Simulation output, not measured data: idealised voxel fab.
Herein follows the process module entitled voxel wiring stack.
Shown is cross-section cut, with a width of 185 nm and square cells of size 5 nm.
Reading order for cross-sections: top band down to bottom band. Underlying form: a grid of square cells. Band size: one or more rows of cells. The band entry comprises the height of the band's top followed by the height of its bottom, expressed in nm, and subsequently the band's materials from left to right, each stated together with its width in nm. Where a single material is marked with the word "all across", that material fills the band from edge to edge. The word "empty" represents empty space. Heights are reckoned from 0. Under this level, the received wafer is all of one material. The bottommost band is open-ended downward, for example "0 nm and below". Read "30..40" as a graded width: first number on top, second number at the bottom, same change between each pair of neighbouring rows. Step marked "remained unchanged"? Then no cell in the cross-section changed in it. Any empty space of 8 cells or more lacking an open way to the top shows up in "closed voids" as width x height at distance, distance from the left edge, in nm. Heads up: the bit after the settings on a step's line is the simulator's remark on that step. Regarding "overlay nm": on a step with a mask, it is the distance the mask lay to the right of its planned place; a negative value places it to the left.

List of planned process steps
step 1: op RECEIVE | material Si
step 2: op CONFORMAL_DEP | material SiO2 | thk nm 15
step 3: op DIRECTIONAL_DEP | material TiN | thk nm 5
step 4: op DIRECTIONAL_DEP | material W | thk nm 15
step 5: op PATTERN | tone cover | mask id METAL_1 | material resist | width nm 20 | pitch nm 45 | thk nm 20 | overlay nm 0
step 6: op DIRECTIONAL_ETCH | etch materials W | depth nm 15
step 7: op DIRECTIONAL_ETCH | etch materials TiN | depth nm 5
step 8: op STRIP | etch materials resist
step 9: op CONFORMAL_DEP | material SiN | thk nm 5
step 10: op FILL_DEP | material lowk | thk nm 5
step 11: op CMP | height nm 35
step 12: op CONFORMAL_DEP | material SiCN | thk nm 5
step 13: op DIRECTIONAL_DEP | material SiO2 | thk nm 35
step 14: op MASKED_ETCH | tone open | mask id METAL_2 | width nm 20 | pitch nm 45 | etch materials SiO2 | depth nm 20 | overlay nm 0
step 15: op DIRECTIONAL_DEP | material aC | thk nm 15
step 16: op PATTERN | tone open | mask id METAL_2_HOLES | material resist | width nm 15 | pitch nm 45 | thk nm 35 | overlay nm 0
step 17: op DIRECTIONAL_ETCH | etch materials aC | depth nm 15
step 18: op STRIP | etch materials resist
step 19: op DIRECTIONAL_ETCH | etch materials SiO2 | depth nm 15
step 20: op DIRECTIONAL_ETCH | etch materials SiCN | depth nm 5
step 21: op STRIP | etch materials aC
step 22: op CONFORMAL_DEP | material TiN | thk nm 5
step 23: op FILL_DEP | material Cu | thk nm 5
step 24: op CMP | height nm 75
step 25: op CONFORMAL_DEP | material SiCN | thk nm 5
step 26: op DIRECTIONAL_DEP | material lowk | thk nm 10
step 27: op PATTERN | tone open | mask id PLUG_2 | material resist | width nm 15 | thk nm 20 | overlay nm 0
step 28: op DIRECTIONAL_ETCH | etch materials lowk | depth nm 10
step 29: op DIRECTIONAL_ETCH | etch materials SiCN | depth nm 5
step 30: op STRIP | etch materials resist
step 31: op CONFORMAL_DEP | material TiN | thk nm 5
step 32: op FILL_DEP | material W | thk nm 5
step 33: op CMP | height nm 90
step 34: op CONFORMAL_DEP | material SiCN | thk nm 5
step 35: op DIRECTIONAL_DEP | material SiO2 | thk nm 25
step 36: op PATTERN | tone open | mask id METAL_3 | material resist | width nm 20 | pitch nm 45 | thk nm 20 | overlay nm 0
step 37: op DIRECTIONAL_ETCH | etch materials SiO2 | depth nm 25
step 38: op DIRECTIONAL_ETCH | etch materials SiCN | depth nm 5
step 39: op STRIP | etch materials resist
step 40: op CONFORMAL_DEP | material TiN | thk nm 5
step 41: op FILL_DEP | material Cu | thk nm 10
step 42: op CMP | height nm 120
step 43: op CONFORMAL_DEP | material SiCN | thk nm 5
step 44: op DIRECTIONAL_DEP | material lowk | thk nm 10
step 45: op PATTERN | tone open | mask id PLUG_3 | material resist | width nm 15 | pitch nm 45 | thk nm 15 | overlay nm 0
step 46: op DIRECTIONAL_ETCH | etch materials lowk | depth nm 10
step 47: op DIRECTIONAL_ETCH | etch materials SiCN | depth nm 5
step 48: op STRIP | etch materials resist
step 49: op EPI | material Ru | thk nm 10
step 50: op EPI | material Ru | thk nm 5
step 51: op DIRECTIONAL_DEP | material TiN | thk nm 5
step 52: op DIRECTIONAL_DEP | material W | thk nm 25
step 53: op MASKED_ETCH | tone cover | mask id METAL_4 | width nm 20 | pitch nm 45 | etch materials W | depth nm 25 | overlay nm 0
step 54: op MASKED_ETCH | tone cover | mask id METAL_4 | width nm 20 | pitch nm 45 | etch materials TiN | depth nm 5 | overlay nm 0
step 55: op CONFORMAL_DEP | material SiN | thk nm 5
step 56: op FILL_DEP | material SiO2 | thk nm 10
step 57: op CMP | height nm 165
step 58: op CONFORMAL_DEP | material SiN | thk nm 5

The first of the two wafers, which ran as planned

Cross-section of the wafer as it came to us, i.e., already through step 1
> 0 nm and below: Si all across
> closed voids: none

Cross-section through the wafer, step 2 finished
> 15 nm to 0 nm: SiO2 all across
> Rest of section, below 0: as before.

Cross-section through the wafer, step 3 finished
> 20 nm to 15 nm: TiN all across
> Rest of section, below 15: as before.

Cross-section through the wafer, step 4 finished
> 35 nm to 20 nm: W all across
> Rest of section, below 20: as before.

Cross-section through the wafer, step 5 finished
> 55 nm to 35 nm: 60 of empty, then 20 of resist, then 25 of empty, then 20 of resist, then 60 of empty
> Rest of section, below 35: as before.

Cross-section through the wafer, step 6 finished
> 55 nm to 35 nm: 60 of empty, then 20 of resist, then 25 of empty, then 20 of resist, then 60 of empty
> 35 nm to 20 nm: 60 of empty, then 20 of W, then 25 of empty, then 20 of W, then 60 of empty
> Rest of section, below 20: as before.

Cross-section through the wafer, step 7 finished
> 55 nm to 35 nm: 60 of empty, then 20 of resist, then 25 of empty, then 20 of resist, then 60 of empty
> 35 nm to 20 nm: 60 of empty, then 20 of W, then 25 of empty, then 20 of W, then 60 of empty
> 20 nm to 15 nm: 60 of empty, then 20 of TiN, then 25 of empty, then 20 of TiN, then 60 of empty
> Rest of section, below 15: as before.

Cross-section through the wafer, step 8 finished
> 35 nm to 20 nm: 60 of empty, then 20 of W, then 25 of empty, then 20 of W, then 60 of empty
> Rest of section, below 20: as before.

Cross-section through the wafer, step 9 finished
> 40 nm to 35 nm: 55 of empty, then 30 of SiN, then 15 of empty, then 30 of SiN, then 55 of empty
> 35 nm to 20 nm: 55 of empty, then 5 of SiN, then 20 of W, then 5 of SiN, then 15 of empty, then 5 of SiN, then 20 of W, then 5 of SiN, then 55 of empty
> 20 nm to 15 nm: 60 of SiN, then 20 of TiN, then 25 of SiN, then 20 of TiN, then 60 of SiN
> Rest of section, below 15: as before.

Cross-section through the wafer, step 10 finished
> 45 nm to 40 nm: lowk all across
> 40 nm to 35 nm: 55 of lowk, then 30 of SiN, then 15 of lowk, then 30 of SiN, then 55 of lowk
> 35 nm to 20 nm: 55 of lowk, then 5 of SiN, then 20 of W, then 5 of SiN, then 15 of lowk, then 5 of SiN, then 20 of W, then 5 of SiN, then 55 of lowk
> Rest of section, below 20: as before.

Cross-section through the wafer, step 11 finished
> 35 nm to 20 nm: 55 of lowk, then 5 of SiN, then 20 of W, then 5 of SiN, then 15 of lowk, then 5 of SiN, then 20 of W, then 5 of SiN, then 55 of lowk
> Rest of section, below 20: as before.

Cross-section through the wafer, step 12 finished
> 40 nm to 35 nm: SiCN all across
> Rest of section, below 35: as before.

Cross-section through the wafer, step 13 finished
> 75 nm to 40 nm: SiO2 all across
> Rest of section, below 40: as before.

Cross-section through the wafer, step 14 finished
> 75 nm to 55 nm: 60 of SiO2, then 20 of empty, then 25 of SiO2, then 20 of empty, then 60 of SiO2
> Rest of section, below 55: as before.

Cross-section through the wafer, step 15 finished
> 90 nm to 75 nm: 60 of aC, then 20 of empty, then 25 of aC, then 20 of empty, then 60 of aC
> 75 nm to 70 nm: 60 of SiO2, then 20 of empty, then 25 of SiO2, then 20 of empty, then 60 of SiO2
> 70 nm to 55 nm: 60 of SiO2, then 20 of aC, then 25 of SiO2, then 20 of aC, then 60 of SiO2
> Rest of section, below 55: as before.

Cross-section through the wafer, step 16 finished
> 125 nm to 90 nm: 60 of resist, then 15 of empty, then 30 of resist, then 15 of empty, then 65 of resist
> 90 nm to 75 nm: 60 of aC, then 15 of empty, then 5 of resist, then 25 of aC, then 15 of empty, then 5 of resist, then 60 of aC
> 75 nm to 70 nm: 60 of SiO2, then 15 of empty, then 5 of resist, then 25 of SiO2, then 15 of empty, then 5 of resist, then 60 of SiO2
> Rest of section, below 70: as before.

Cross-section through the wafer, step 17 finished
> 110 nm to 90 nm: 60 of resist, then 15 of empty, then 30 of resist, then 15 of empty, then 65 of resist
> 90 nm to 75 nm: 60 of aC, then 15 of empty, then 5 of resist, then 25 of aC, then 15 of empty, then 5 of resist, then 60 of aC
> 75 nm to 70 nm: 60 of SiO2, then 15 of empty, then 5 of resist, then 25 of SiO2, then 15 of empty, then 5 of resist, then 60 of SiO2
> 70 nm to 55 nm: 60 of SiO2, then 15 of empty, then 5 of aC, then 25 of SiO2, then 15 of empty, then 5 of aC, then 60 of SiO2
> Rest of section, below 55: as before.

Cross-section through the wafer, step 18 finished
> 90 nm to 75 nm: 60 of aC, then 20 of empty, then 25 of aC, then 20 of empty, then 60 of aC
> 75 nm to 70 nm: 60 of SiO2, then 20 of empty, then 25 of SiO2, then 20 of empty, then 60 of SiO2
> Rest of section, below 70: as before.

Cross-section through the wafer, step 19 finished
> 90 nm to 75 nm: 60 of aC, then 20 of empty, then 25 of aC, then 20 of empty, then 60 of aC
> 75 nm to 70 nm: 60 of SiO2, then 20 of empty, then 25 of SiO2, then 20 of empty, then 60 of SiO2
> 70 nm to 55 nm: 60 of SiO2, then 15 of empty, then 5 of aC, then 25 of SiO2, then 15 of empty, then 5 of aC, then 60 of SiO2
> 55 nm to 40 nm: 60 of SiO2, then 15 of empty, then 30 of SiO2, then 15 of empty, then 65 of SiO2
> Rest of section, below 40: as before.

Cross-section through the wafer, step 20 finished
> 90 nm to 75 nm: 60 of aC, then 20 of empty, then 25 of aC, then 20 of empty, then 60 of aC
> 75 nm to 70 nm: 60 of SiO2, then 20 of empty, then 25 of SiO2, then 20 of empty, then 60 of SiO2
> 70 nm to 55 nm: 60 of SiO2, then 15 of empty, then 5 of aC, then 25 of SiO2, then 15 of empty, then 5 of aC, then 60 of SiO2
> 55 nm to 40 nm: 60 of SiO2, then 15 of empty, then 30 of SiO2, then 15 of empty, then 65 of SiO2
> 40 nm to 35 nm: 60 of SiCN, then 15 of empty, then 30 of SiCN, then 15 of empty, then 65 of SiCN
> Rest of section, below 35: as before.

Cross-section through the wafer, step 21 finished
> 75 nm to 55 nm: 60 of SiO2, then 20 of empty, then 25 of SiO2, then 20 of empty, then 60 of SiO2
> Rest of section, below 55: as before.

Cross-section through the wafer, step 22 finished
> 80 nm to 75 nm: 65 of TiN, then 10 of empty, then 35 of TiN, then 10 of empty, then 65 of TiN
> 75 nm to 60 nm: 60 of SiO2, then 5 of TiN, then 10 of empty, then 5 of TiN, then 25 of SiO2, then 5 of TiN, then 10 of empty, then 5 of TiN, then 60 of SiO2
> 60 nm to 55 nm: 60 of SiO2, then 5 of TiN, then 5 of empty, then 10 of TiN, then 25 of SiO2, then 5 of TiN, then 5 of empty, then 10 of TiN, then 60 of SiO2
> 55 nm to 40 nm: 60 of SiO2, then 5 of TiN, then 5 of empty, then 5 of TiN, then 30 of SiO2, then 5 of TiN, then 5 of empty, then 5 of TiN, then 65 of SiO2
> 40 nm to 35 nm: 60 of SiCN, then 15 of TiN, then 30 of SiCN, then 15 of TiN, then 65 of SiCN
> Rest of section, below 35: as before.

Cross-section through the wafer, step 23 finished
> 85 nm to 80 nm: Cu all across
> 80 nm to 75 nm: 65 of TiN, then 10 of Cu, then 35 of TiN, then 10 of Cu, then 65 of TiN
> 75 nm to 60 nm: 60 of SiO2, then 5 of TiN, then 10 of Cu, then 5 of TiN, then 25 of SiO2, then 5 of TiN, then 10 of Cu, then 5 of TiN, then 60 of SiO2
> 60 nm to 55 nm: 60 of SiO2, then 5 of TiN, then 5 of Cu, then 10 of TiN, then 25 of SiO2, then 5 of TiN, then 5 of Cu, then 10 of TiN, then 60 of SiO2
> 55 nm to 40 nm: 60 of SiO2, then 5 of TiN, then 5 of Cu, then 5 of TiN, then 30 of SiO2, then 5 of TiN, then 5 of Cu, then 5 of TiN, then 65 of SiO2
> Rest of section, below 40: as before.

Cross-section through the wafer, step 24 finished
> 75 nm to 60 nm: 60 of SiO2, then 5 of TiN, then 10 of Cu, then 5 of TiN, then 25 of SiO2, then 5 of TiN, then 10 of Cu, then 5 of TiN, then 60 of SiO2
> Rest of section, below 60: as before.

Cross-section through the wafer, step 25 finished
> 80 nm to 75 nm: SiCN all across
> Rest of section, below 75: as before.

Cross-section through the wafer, step 26 finished
> 90 nm to 80 nm: lowk all across
> Rest of section, below 80: as before.

Cross-section through the wafer, step 27 finished
> 110 nm to 90 nm: 60 of resist, then 15 of empty, then 110 of resist
> Rest of section, below 90: as before.

Cross-section through the wafer, step 28 finished
> 110 nm to 90 nm: 60 of resist, then 15 of empty, then 110 of resist
> 90 nm to 80 nm: 60 of lowk, then 15 of empty, then 110 of lowk
> Rest of section, below 80: as before.

Cross-section through the wafer, step 29 finished
> 110 nm to 90 nm: 60 of resist, then 15 of empty, then 110 of resist
> 90 nm to 80 nm: 60 of lowk, then 15 of empty, then 110 of lowk
> 80 nm to 75 nm: 60 of SiCN, then 15 of empty, then 110 of SiCN
> Rest of section, below 75: as before.

Cross-section through the wafer, step 30 finished
> 90 nm to 80 nm: 60 of lowk, then 15 of empty, then 110 of lowk
> Rest of section, below 80: as before.

Cross-section through the wafer, step 31 finished
> 95 nm to 90 nm: 65 of TiN, then 5 of empty, then 115 of TiN
> 90 nm to 80 nm: 60 of lowk, then 5 of TiN, then 5 of empty, then 5 of TiN, then 110 of lowk
> 80 nm to 75 nm: 60 of SiCN, then 15 of TiN, then 110 of SiCN
> Rest of section, below 75: as before.

Cross-section through the wafer, step 32 finished
> 100 nm to 95 nm: W all across
> 95 nm to 90 nm: 65 of TiN, then 5 of W, then 115 of TiN
> 90 nm to 80 nm: 60 of lowk, then 5 of TiN, then 5 of W, then 5 of TiN, then 110 of lowk
> Rest of section, below 80: as before.

Cross-section through the wafer, step 33 finished
> 90 nm to 80 nm: 60 of lowk, then 5 of TiN, then 5 of W, then 5 of TiN, then 110 of lowk
> Rest of section, below 80: as before.

Cross-section through the wafer, step 34 finished
> 95 nm to 90 nm: SiCN all across
> Rest of section, below 90: as before.

Cross-section through the wafer, step 35 finished
> 120 nm to 95 nm: SiO2 all across
> Rest of section, below 95: as before.

Cross-section through the wafer, step 36 finished
> 140 nm to 120 nm: 60 of resist, then 20 of empty, then 25 of resist, then 20 of empty, then 60 of resist
> Rest of section, below 120: as before.

Cross-section through the wafer, step 37 finished
> 140 nm to 120 nm: 60 of resist, then 20 of empty, then 25 of resist, then 20 of empty, then 60 of resist
> 120 nm to 95 nm: 60 of SiO2, then 20 of empty, then 25 of SiO2, then 20 of empty, then 60 of SiO2
> Rest of section, below 95: as before.

Cross-section through the wafer, step 38 finished
> 140 nm to 120 nm: 60 of resist, then 20 of empty, then 25 of resist, then 20 of empty, then 60 of resist
> 120 nm to 95 nm: 60 of SiO2, then 20 of empty, then 25 of SiO2, then 20 of empty, then 60 of SiO2
> 95 nm to 90 nm: 60 of SiCN, then 20 of empty, then 25 of SiCN, then 20 of empty, then 60 of SiCN
> Rest of section, below 90: as before.

Cross-section through the wafer, step 39 finished
> 120 nm to 95 nm: 60 of SiO2, then 20 of empty, then 25 of SiO2, then 20 of empty, then 60 of SiO2
> Rest of section, below 95: as before.

Cross-section through the wafer, step 40 finished
> 125 nm to 120 nm: 65 of TiN, then 10 of empty, then 35 of TiN, then 10 of empty, then 65 of TiN
> 120 nm to 95 nm: 60 of SiO2, then 5 of TiN, then 10 of empty, then 5 of TiN, then 25 of SiO2, then 5 of TiN, then 10 of empty, then 5 of TiN, then 60 of SiO2
> 95 nm to 90 nm: 60 of SiCN, then 20 of TiN, then 25 of SiCN, then 20 of TiN, then 60 of SiCN
> Rest of section, below 90: as before.

Cross-section through the wafer, step 41 finished
> 135 nm to 125 nm: Cu all across
> 125 nm to 120 nm: 65 of TiN, then 10 of Cu, then 35 of TiN, then 10 of Cu, then 65 of TiN
> 120 nm to 95 nm: 60 of SiO2, then 5 of TiN, then 10 of Cu, then 5 of TiN, then 25 of SiO2, then 5 of TiN, then 10 of Cu, then 5 of TiN, then 60 of SiO2
> Rest of section, below 95: as before.

Cross-section through the wafer, step 42 finished
> 120 nm to 95 nm: 60 of SiO2, then 5 of TiN, then 10 of Cu, then 5 of TiN, then 25 of SiO2, then 5 of TiN, then 10 of Cu, then 5 of TiN, then 60 of SiO2
> Rest of section, below 95: as before.

Cross-section through the wafer, step 43 finished
> 125 nm to 120 nm: SiCN all across
> Rest of section, below 120: as before.

Cross-section through the wafer, step 44 finished
> 135 nm to 125 nm: lowk all across
> Rest of section, below 125: as before.

Cross-section through the wafer, step 45 finished
> 150 nm to 135 nm: 60 of resist, then 15 of empty, then 30 of resist, then 15 of empty, then 65 of resist
> Rest of section, below 135: as before.

Cross-section through the wafer, step 46 finished
> 150 nm to 135 nm: 60 of resist, then 15 of empty, then 30 of resist, then 15 of empty, then 65 of resist
> 135 nm to 125 nm: 60 of lowk, then 15 of empty, then 30 of lowk, then 15 of empty, then 65 of lowk
> Rest of section, below 125: as before.

Cross-section through the wafer, step 47 finished
> 150 nm to 135 nm: 60 of resist, then 15 of empty, then 30 of resist, then 15 of empty, then 65 of resist
> 135 nm to 125 nm: 60 of lowk, then 15 of empty, then 30 of lowk, then 15 of empty, then 65 of lowk
> 125 nm to 120 nm: 60 of SiCN, then 15 of empty, then 30 of SiCN, then 15 of empty, then 65 of SiCN
> Rest of section, below 120: as before.

Cross-section through the wafer, step 48 finished
> 135 nm to 125 nm: 60 of lowk, then 15 of empty, then 30 of lowk, then 15 of empty, then 65 of lowk
> Rest of section, below 125: as before.

Cross-section through the wafer, step 49 finished
> 135 nm to 130 nm: 60 of lowk, then 15 of empty, then 30 of lowk, then 15 of empty, then 65 of lowk
> 130 nm to 125 nm: 60 of lowk, then 15 of Ru, then 30 of lowk, then 15 of Ru, then 65 of lowk
> 125 nm to 120 nm: 60 of SiCN, then 15 of Ru, then 30 of SiCN, then 15 of Ru, then 65 of SiCN
> Rest of section, below 120: as before.

Cross-section through the wafer, step 50 finished
> 135 nm to 125 nm: 60 of lowk, then 15 of Ru, then 30 of lowk, then 15 of Ru, then 65 of lowk
> Rest of section, below 125: as before.

Cross-section through the wafer, step 51 finished
> 140 nm to 135 nm: TiN all across
> Rest of section, below 135: as before.

Cross-section through the wafer, step 52 finished
> 165 nm to 140 nm: W all across
> Rest of section, below 140: as before.

Cross-section through the wafer, step 53 finished
> 165 nm to 140 nm: 60 of empty, then 20 of W, then 25 of empty, then 20 of W, then 60 of empty
> Rest of section, below 140: as before.

Cross-section through the wafer, step 54 finished
> 165 nm to 140 nm: 60 of empty, then 20 of W, then 25 of empty, then 20 of W, then 60 of empty
> 140 nm to 135 nm: 60 of empty, then 20 of TiN, then 25 of empty, then 20 of TiN, then 60 of empty
> Rest of section, below 135: as before.

Cross-section through the wafer, step 55 finished
> 170 nm to 165 nm: 55 of empty, then 30 of SiN, then 15 of empty, then 30 of SiN, then 55 of empty
> 165 nm to 140 nm: 55 of empty, then 5 of SiN, then 20 of W, then 5 of SiN, then 15 of empty, then 5 of SiN, then 20 of W, then 5 of SiN, then 55 of empty
> 140 nm to 135 nm: 60 of SiN, then 20 of TiN, then 25 of SiN, then 20 of TiN, then 60 of SiN
> Rest of section, below 135: as before.

Cross-section through the wafer, step 56 finished
> 180 nm to 170 nm: SiO2 all across
> 170 nm to 165 nm: 55 of SiO2, then 30 of SiN, then 15 of SiO2, then 30 of SiN, then 55 of SiO2
> 165 nm to 140 nm: 55 of SiO2, then 5 of SiN, then 20 of W, then 5 of SiN, then 15 of SiO2, then 5 of SiN, then 20 of W, then 5 of SiN, then 55 of SiO2
> Rest of section, below 140: as before.

Cross-section through the wafer, step 57 finished
> 165 nm to 140 nm: 55 of SiO2, then 5 of SiN, then 20 of W, then 5 of SiN, then 15 of SiO2, then 5 of SiN, then 20 of W, then 5 of SiN, then 55 of SiO2
> Rest of section, below 140: as before.

Cross-section through the wafer, step 58 finished
> 170 nm to 165 nm: SiN all across
> Rest of section, below 165: as before.

Second wafer. Start and plan as for the first. One mistake made in running. Agrees with the first up to and including step 56

Second wafer cross-section, taken as of the time the plan sets for step 57 to be done: remained unchanged

Second wafer cross-section, taken as of the time the plan sets for step 58 to be done
> 185 nm to 180 nm: SiN all across
> Rest of section, below 180: as before.
What was the processing mistake? step 57 was left out
Final comparison by cell count, materials where the second wafer has more or fewer than the first: SiN +12, SiO2 +99
